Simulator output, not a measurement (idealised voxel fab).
Process module, titled voxel trench capacitor
FYI the section here is cut, 300 nm wide, cells are 5 nm squares.
Bands, listed from the top down, are how a cross-section gets written in this document; the cross-section itself is a grid of square cells, and a band is one or more rows of them.
Basically the band line says how high the top is and how high the bottom is, in nm, and then what's in it from left to right, every material with its width in nm. Empty space shows up as "blank", and if a single material carries "edge to edge" it runs the full band edge to edge.
For the purposes of this specification, 0 denotes the height below which the wafer in its as-received condition is composed wholly of one material, and the lowermost band, lacking a lower limit, extends downward without end, as expressed in "from 0 down".
Quick explanation for "30..40": the width changes in equal steps down the rows of cells, from the first number in the band's top row to the second number in its bottom row.
What does "nothing was modified" mean for a step? It means no cell of the cross-section changed in that step.
Closed-off voids of 8+ cells (no open route to the top) go in "Fully enclosed voids", written width x height at distance from the left edge, in nm.
Text after the settings on a step's line: the simulator's own remark on that step.
overlay nm: step with mask; distance mask lay right of planned place; negative value = left of planned place.
Planned process steps:
1) RECEIVE with material Si
2) CONFORMAL_DEP with material SiN, thk nm 10
3) PATTERN with tone open, mask id TRENCH, material resist, width nm 30, pitch nm 60, thk nm 15, overlay nm 0
4) DIRECTIONAL_ETCH with etch materials SiN, depth nm 10
5) DIRECTIONAL_ETCH with etch materials Si, depth nm 30
6) STRIP with etch materials resist
7) CONFORMAL_DEP with material HfO2, thk nm 5
8) CONFORMAL_DEP with material TiN, thk nm 5
9) FILL_DEP with material W, thk nm 10
10) CMP with height nm 10
The first of the two wafers, which ran as planned:
As received, after step 1:
from 0 down  Si edge to edge
Fully enclosed voids: none
Upon completion of step 2, the wafer appears in cross-section as shown:
from 10 to 0  SiN edge to edge
At heights below 0, the structure remains unaltered.
Upon completion of step 3, the wafer appears in cross-section as shown:
from 25 to 10  45 of resist | 30 of blank | 30 of resist | 30 of blank | 30 of resist | 30 of blank | 30 of resist | 30 of blank | 45 of resist
At heights below 10, the structure remains unaltered.
Upon completion of step 4, the wafer appears in cross-section as shown:
from 25 to 10  45 of resist | 30 of blank | 30 of resist | 30 of blank | 30 of resist | 30 of blank | 30 of resist | 30 of blank | 45 of resist
from 10 to 0  45 of SiN | 30 of blank | 30 of SiN | 30 of blank | 30 of SiN | 30 of blank | 30 of SiN | 30 of blank | 45 of SiN
At heights below 0, the structure remains unaltered.
Upon completion of step 5, the wafer appears in cross-section as shown:
from 25 to 10  45 of resist | 30 of blank | 30 of resist | 30 of blank | 30 of resist | 30 of blank | 30 of resist | 30 of blank | 45 of resist
from 10 to 0  45 of SiN | 30 of blank | 30 of SiN | 30 of blank | 30 of SiN | 30 of blank | 30 of SiN | 30 of blank | 45 of SiN
from 0 to -30  45 of Si | 30 of blank | 30 of Si | 30 of blank | 30 of Si | 30 of blank | 30 of Si | 30 of blank | 45 of Si
At heights below -30, the structure remains unaltered.
Upon completion of step 6, the wafer appears in cross-section as shown:
from 10 to 0  45 of SiN | 30 of blank | 30 of SiN | 30 of blank | 30 of SiN | 30 of blank | 30 of SiN | 30 of blank | 45 of SiN
At heights below 0, the structure remains unaltered.
Upon completion of step 7, the wafer appears in cross-section as shown:
from 15 to 10  50 of HfO2 | 20 of blank | 40 of HfO2 | 20 of blank | 40 of HfO2 | 20 of blank | 40 of HfO2 | 20 of blank | 50 of HfO2
from 10 to 0  45 of SiN | 5 of HfO2 | 20 of blank | 5 of HfO2 | 30 of SiN | 5 of HfO2 | 20 of blank | 5 of HfO2 | 30 of SiN | 5 of HfO2 | 20 of blank | 5 of HfO2 | 30 of SiN | 5 of HfO2 | 20 of blank | 5 of HfO2 | 45 of SiN
from 0 to -25  45 of Si | 5 of HfO2 | 20 of blank | 5 of HfO2 | 30 of Si | 5 of HfO2 | 20 of blank | 5 of HfO2 | 30 of Si | 5 of HfO2 | 20 of blank | 5 of HfO2 | 30 of Si | 5 of HfO2 | 20 of blank | 5 of HfO2 | 45 of Si
from -25 to -30  45 of Si | 30 of HfO2 | 30 of Si | 30 of HfO2 | 30 of Si | 30 of HfO2 | 30 of Si | 30 of HfO2 | 45 of Si
At heights below -30, the structure remains unaltered.
Upon completion of step 8, the wafer appears in cross-section as shown:
from 20 to 15  55 of TiN | 10 of blank | 50 of TiN | 10 of blank | 50 of TiN | 10 of blank | 50 of TiN | 10 of blank | 55 of TiN
from 15 to 10  50 of HfO2 | 5 of TiN | 10 of blank | 5 of TiN | 40 of HfO2 | 5 of TiN | 10 of blank | 5 of TiN | 40 of HfO2 | 5 of TiN | 10 of blank | 5 of TiN | 40 of HfO2 | 5 of TiN | 10 of blank | 5 of TiN | 50 of HfO2
from 10 to 0  45 of SiN | 5 of HfO2 | 5 of TiN | 10 of blank | 5 of TiN | 5 of HfO2 | 30 of SiN | 5 of HfO2 | 5 of TiN | 10 of blank | 5 of TiN | 5 of HfO2 | 30 of SiN | 5 of HfO2 | 5 of TiN | 10 of blank | 5 of TiN | 5 of HfO2 | 30 of SiN | 5 of HfO2 | 5 of TiN | 10 of blank | 5 of TiN | 5 of HfO2 | 45 of SiN
from 0 to -20  45 of Si | 5 of HfO2 | 5 of TiN | 10 of blank | 5 of TiN | 5 of HfO2 | 30 of Si | 5 of HfO2 | 5 of TiN | 10 of blank | 5 of TiN | 5 of HfO2 | 30 of Si | 5 of HfO2 | 5 of TiN | 10 of blank | 5 of TiN | 5 of HfO2 | 30 of Si | 5 of HfO2 | 5 of TiN | 10 of blank | 5 of TiN | 5 of HfO2 | 45 of Si
from -20 to -25  45 of Si | 5 of HfO2 | 20 of TiN | 5 of HfO2 | 30 of Si | 5 of HfO2 | 20 of TiN | 5 of HfO2 | 30 of Si | 5 of HfO2 | 20 of TiN | 5 of HfO2 | 30 of Si | 5 of HfO2 | 20 of TiN | 5 of HfO2 | 45 of Si
At heights below -25, the structure remains unaltered.
Upon completion of step 9, the wafer appears in cross-section as shown:
from 30 to 20  W edge to edge
from 20 to 15  55 of TiN | 10 of W | 50 of TiN | 10 of W | 50 of TiN | 10 of W | 50 of TiN | 10 of W | 55 of TiN
from 15 to 10  50 of HfO2 | 5 of TiN | 10 of W | 5 of TiN | 40 of HfO2 | 5 of TiN | 10 of W | 5 of TiN | 40 of HfO2 | 5 of TiN | 10 of W | 5 of TiN | 40 of HfO2 | 5 of TiN | 10 of W | 5 of TiN | 50 of HfO2
from 10 to 0  45 of SiN | 5 of HfO2 | 5 of TiN | 10 of W | 5 of TiN | 5 of HfO2 | 30 of SiN | 5 of HfO2 | 5 of TiN | 10 of W | 5 of TiN | 5 of HfO2 | 30 of SiN | 5 of HfO2 | 5 of TiN | 10 of W | 5 of TiN | 5 of HfO2 | 30 of SiN | 5 of HfO2 | 5 of TiN | 10 of W | 5 of TiN | 5 of HfO2 | 45 of SiN
from 0 to -20  45 of Si | 5 of HfO2 | 5 of TiN | 10 of W | 5 of TiN | 5 of HfO2 | 30 of Si | 5 of HfO2 | 5 of TiN | 10 of W | 5 of TiN | 5 of HfO2 | 30 of Si | 5 of HfO2 | 5 of TiN | 10 of W | 5 of TiN | 5 of HfO2 | 30 of Si | 5 of HfO2 | 5 of TiN | 10 of W | 5 of TiN | 5 of HfO2 | 45 of Si
At heights below -20, the structure remains unaltered.
Upon completion of step 10, the wafer appears in cross-section as shown:
from 10 to 0  45 of SiN | 5 of HfO2 | 5 of TiN | 10 of W | 5 of TiN | 5 of HfO2 | 30 of SiN | 5 of HfO2 | 5 of TiN | 10 of W | 5 of TiN | 5 of HfO2 | 30 of SiN | 5 of HfO2 | 5 of TiN | 10 of W | 5 of TiN | 5 of HfO2 | 30 of SiN | 5 of HfO2 | 5 of TiN | 10 of W | 5 of TiN | 5 of HfO2 | 45 of SiN
At heights below 0, the structure remains unaltered.
Wafer two. Same start, same plan, one slip in execution. Same as wafer one through step 2, inclusive:
What the second wafer looks like in cross-section when step 3 should have wrapped up:
from 25 to 10  55 of resist | 30 of blank | 30 of resist | 30 of blank | 30 of resist | 30 of blank | 30 of resist | 30 of blank | 35 of resist
At heights below 10, the structure remains unaltered.
What the second wafer looks like in cross-section when step 4 should have wrapped up:
from 25 to 10  55 of resist | 30 of blank | 30 of resist | 30 of blank | 30 of resist | 30 of blank | 30 of resist | 30 of blank | 35 of resist
from 10 to 0  55 of SiN | 30 of blank | 30 of SiN | 30 of blank | 30 of SiN | 30 of blank | 30 of SiN | 30 of blank | 35 of SiN
At heights below 0, the structure remains unaltered.
What the second wafer looks like in cross-section when step 5 should have wrapped up:
from 25 to 10  55 of resist | 30 of blank | 30 of resist | 30 of blank | 30 of resist | 30 of blank | 30 of resist | 30 of blank | 35 of resist
from 10 to 0  55 of SiN | 30 of blank | 30 of SiN | 30 of blank | 30 of SiN | 30 of blank | 30 of SiN | 30 of blank | 35 of SiN
from 0 to -30  55 of Si | 30 of blank | 30 of Si | 30 of blank | 30 of Si | 30 of blank | 30 of Si | 30 of blank | 35 of Si
At heights below -30, the structure remains unaltered.
What the second wafer looks like in cross-section when step 6 should have wrapped up:
from 10 to 0  55 of SiN | 30 of blank | 30 of SiN | 30 of blank | 30 of SiN | 30 of blank | 30 of SiN | 30 of blank | 35 of SiN
At heights below 0, the structure remains unaltered.
What the second wafer looks like in cross-section when step 7 should have wrapped up:
from 15 to 10  60 of HfO2 | 20 of blank | 40 of HfO2 | 20 of blank | 40 of HfO2 | 20 of blank | 40 of HfO2 | 20 of blank | 40 of HfO2
from 10 to 0  55 of SiN | 5 of HfO2 | 20 of blank | 5 of HfO2 | 30 of SiN | 5 of HfO2 | 20 of blank | 5 of HfO2 | 30 of SiN | 5 of HfO2 | 20 of blank | 5 of HfO2 | 30 of SiN | 5 of HfO2 | 20 of blank | 5 of HfO2 | 35 of SiN
from 0 to -25  55 of Si | 5 of HfO2 | 20 of blank | 5 of HfO2 | 30 of Si | 5 of HfO2 | 20 of blank | 5 of HfO2 | 30 of Si | 5 of HfO2 | 20 of blank | 5 of HfO2 | 30 of Si | 5 of HfO2 | 20 of blank | 5 of HfO2 | 35 of Si
from -25 to -30  55 of Si | 30 of HfO2 | 30 of Si | 30 of HfO2 | 30 of Si | 30 of HfO2 | 30 of Si | 30 of HfO2 | 35 of Si
At heights below -30, the structure remains unaltered.
What the second wafer looks like in cross-section when step 8 should have wrapped up:
from 20 to 15  65 of TiN | 10 of blank | 50 of TiN | 10 of blank | 50 of TiN | 10 of blank | 50 of TiN | 10 of blank | 45 of TiN
from 15 to 10  60 of HfO2 | 5 of TiN | 10 of blank | 5 of TiN | 40 of HfO2 | 5 of TiN | 10 of blank | 5 of TiN | 40 of HfO2 | 5 of TiN | 10 of blank | 5 of TiN | 40 of HfO2 | 5 of TiN | 10 of blank | 5 of TiN | 40 of HfO2
from 10 to 0  55 of SiN | 5 of HfO2 | 5 of TiN | 10 of blank | 5 of TiN | 5 of HfO2 | 30 of SiN | 5 of HfO2 | 5 of TiN | 10 of blank | 5 of TiN | 5 of HfO2 | 30 of SiN | 5 of HfO2 | 5 of TiN | 10 of blank | 5 of TiN | 5 of HfO2 | 30 of SiN | 5 of HfO2 | 5 of TiN | 10 of blank | 5 of TiN | 5 of HfO2 | 35 of SiN
from 0 to -20  55 of Si | 5 of HfO2 | 5 of TiN | 10 of blank | 5 of TiN | 5 of HfO2 | 30 of Si | 5 of HfO2 | 5 of TiN | 10 of blank | 5 of TiN | 5 of HfO2 | 30 of Si | 5 of HfO2 | 5 of TiN | 10 of blank | 5 of TiN | 5 of HfO2 | 30 of Si | 5 of HfO2 | 5 of TiN | 10 of blank | 5 of TiN | 5 of HfO2 | 35 of Si
from -20 to -25  55 of Si | 5 of HfO2 | 20 of TiN | 5 of HfO2 | 30 of Si | 5 of HfO2 | 20 of TiN | 5 of HfO2 | 30 of Si | 5 of HfO2 | 20 of TiN | 5 of HfO2 | 30 of Si | 5 of HfO2 | 20 of TiN | 5 of HfO2 | 35 of Si
At heights below -25, the structure remains unaltered.
What the second wafer looks like in cross-section when step 9 should have wrapped up:
from 30 to 20  W edge to edge
from 20 to 15  65 of TiN | 10 of W | 50 of TiN | 10 of W | 50 of TiN | 10 of W | 50 of TiN | 10 of W | 45 of TiN
from 15 to 10  60 of HfO2 | 5 of TiN | 10 of W | 5 of TiN | 40 of HfO2 | 5 of TiN | 10 of W | 5 of TiN | 40 of HfO2 | 5 of TiN | 10 of W | 5 of TiN | 40 of HfO2 | 5 of TiN | 10 of W | 5 of TiN | 40 of HfO2
from 10 to 0  55 of SiN | 5 of HfO2 | 5 of TiN | 10 of W | 5 of TiN | 5 of HfO2 | 30 of SiN | 5 of HfO2 | 5 of TiN | 10 of W | 5 of TiN | 5 of HfO2 | 30 of SiN | 5 of HfO2 | 5 of TiN | 10 of W | 5 of TiN | 5 of HfO2 | 30 of SiN | 5 of HfO2 | 5 of TiN | 10 of W | 5 of TiN | 5 of HfO2 | 35 of SiN
from 0 to -20  55 of Si | 5 of HfO2 | 5 of TiN | 10 of W | 5 of TiN | 5 of HfO2 | 30 of Si | 5 of HfO2 | 5 of TiN | 10 of W | 5 of TiN | 5 of HfO2 | 30 of Si | 5 of HfO2 | 5 of TiN | 10 of W | 5 of TiN | 5 of HfO2 | 30 of Si | 5 of HfO2 | 5 of TiN | 10 of W | 5 of TiN | 5 of HfO2 | 35 of Si
At heights below -20, the structure remains unaltered.
What the second wafer looks like in cross-section when step 10 should have wrapped up:
from 10 to 0  55 of SiN | 5 of HfO2 | 5 of TiN | 10 of W | 5 of TiN | 5 of HfO2 | 30 of SiN | 5 of HfO2 | 5 of TiN | 10 of W | 5 of TiN | 5 of HfO2 | 30 of SiN | 5 of HfO2 | 5 of TiN | 10 of W | 5 of TiN | 5 of HfO2 | 30 of SiN | 5 of HfO2 | 5 of TiN | 10 of W | 5 of TiN | 5 of HfO2 | 35 of SiN
At heights below 0, the structure remains unaltered.
What went wrong in running the wafer? step 3 went in with a setting other than planned; the actual run was PATTERN with tone open, mask id TRENCH, material resist, width nm 30, pitch nm 60, thk nm 15, overlay nm 10
At the end, the second wafer has the same number of cells of each material as the first, but those cells sit in other places.
